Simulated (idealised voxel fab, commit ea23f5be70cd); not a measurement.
process module | voxel self aligned contacts
cross-section cut | 300 nm wide | cells 5 nm
A cross-section is a grid of square cells, given in bands from the top down. A band is one or more rows of cells.
Each band's line starts with the height of the band's top and of its bottom, in nm. Then come its materials from left to right, each with its width in nm. One material with "throughout" fills the band from edge to edge. "air" is empty space.
Height 0 is the level under which the wafer as received is all one material. The lowest band goes on downwards, as in "0 down".
A width such as "30 to 40" changes by the same amount from each row of cells to the next, from the band's top row to its bottom row.
"no change" after a step means that no cell of the cross-section changed.
closed voids: empty space of 8 cells or more with no open way to the top, each as width x height at its distance from the left edge, in nm
after a step's settings: what the simulator itself notes on the step
overlay nm, on a step with a mask: how far to the right of its planned place the mask lay; to the left if negative
plan
1 op RECEIVE | material Si
2 op OXIDIZE | depth nm 5
3 op DIRECTIONAL_DEP | material polySi | thk nm 20
4 op DIRECTIONAL_DEP | material SiN | thk nm 15
5 op MASKED_ETCH | tone cover | mask id GATE | width nm 25 | pitch nm 60 | etch materials SiN | depth nm 15 | overlay nm 0
6 op MASKED_ETCH | tone cover | mask id GATE | width nm 15 | pitch nm 60 | etch materials polySi | depth nm 20 | overlay nm 0
7 op CONFORMAL_DEP | material SiN | thk nm 5
8 op DIRECTIONAL_ETCH | etch materials SiN | depth nm 5
9 op FILL_DEP | material SiO2 | thk nm 15
10 op CMP | height nm 40
11 op DIRECTIONAL_DEP | material aC | thk nm 10
12 op PATTERN | tone open | mask id CONTACT | material resist | width nm 45 | thk nm 30 | overlay nm 0
13 op DIRECTIONAL_ETCH | etch materials aC | depth nm 10
14 op STRIP | etch materials resist
15 op DIRECTIONAL_ETCH | etch materials SiO2 | depth nm 45
16 op STRIP | etch materials aC
17 op CONFORMAL_DEP | material TiN | thk nm 5
18 op FILL_DEP | material Ru | thk nm 5
19 op CMP | height nm 40
20 op CONFORMAL_DEP | material SiN | thk nm 5
varied across the wafers: width nm of step 6. The plan shows the first wafer's value. All wafers start alike
first wafer as received, after step 1
  0 down: Si throughout
  closed voids: none
first wafer at the end, after step 20
  45 to 40: SiN throughout
  40 to 35: SiO2 125 | TiN 15 | Ru 15 | TiN 15 | SiO2 130
  35 to 20: SiO2 100 | SiN 35 | TiN 5 | Ru 15 | TiN 5 | SiN 35 | SiO2 105
  20 to 0: SiO2 100 | SiN 5 | polySi 25 | SiN 5 | TiN 5 | Ru 15 | TiN 5 | SiN 5 | polySi 25 | SiN 5 | SiO2 105
  0 to -5: SiO2 135 | TiN 25 | SiO2 140
  -5 down: Si throughout
  closed voids: none
last wafer at the end
  45 to 40: SiN throughout
  40 to 35: SiO2 125 | TiN 15 | Ru 15 | TiN 15 | SiO2 130
  35 to 25: SiO2 100 | SiN 35 | TiN 5 | Ru 15 | TiN 5 | SiN 35 | SiO2 105
  25 to 20: SiO2 100 | SiN 35 | TiN 25 | SiN 35 | SiO2 105
  20 to 0: SiO2 95 | SiN 5 | polySi 40 | SiN 5 | TiN 10 | SiN 5 | polySi 40 | SiN 5 | SiO2 95
  0 to -5: SiO2 145 | TiN 10 | SiO2 145
  -5 down: Si throughout
  closed voids: none
each wafer at the end: cells of each material gained (+) or lost (-) since it was received, then its closed voids
width nm 15 | +24 Ru | -60 Si | +118 SiN | +393 SiO2 | +25 TiN | +40 polySi | closed voids: none
width nm 20 | +24 Ru | -60 Si | +118 SiN | +393 SiO2 | +25 TiN | +40 polySi | closed voids: none
width nm 25 | +24 Ru | -60 Si | +118 SiN | +393 SiO2 | +25 TiN | +40 polySi | closed voids: none
width nm 30 | +19 Ru | -60 Si | +118 SiN | +390 SiO2 | +25 TiN | +48 polySi | closed voids: none
width nm 35 | +14 Ru | -60 Si | +118 SiN | +387 SiO2 | +25 TiN | +56 polySi | closed voids: none
width nm 40 | +9 Ru | -60 Si | +118 SiN | +384 SiO2 | +25 TiN | +64 polySi | closed voids: none
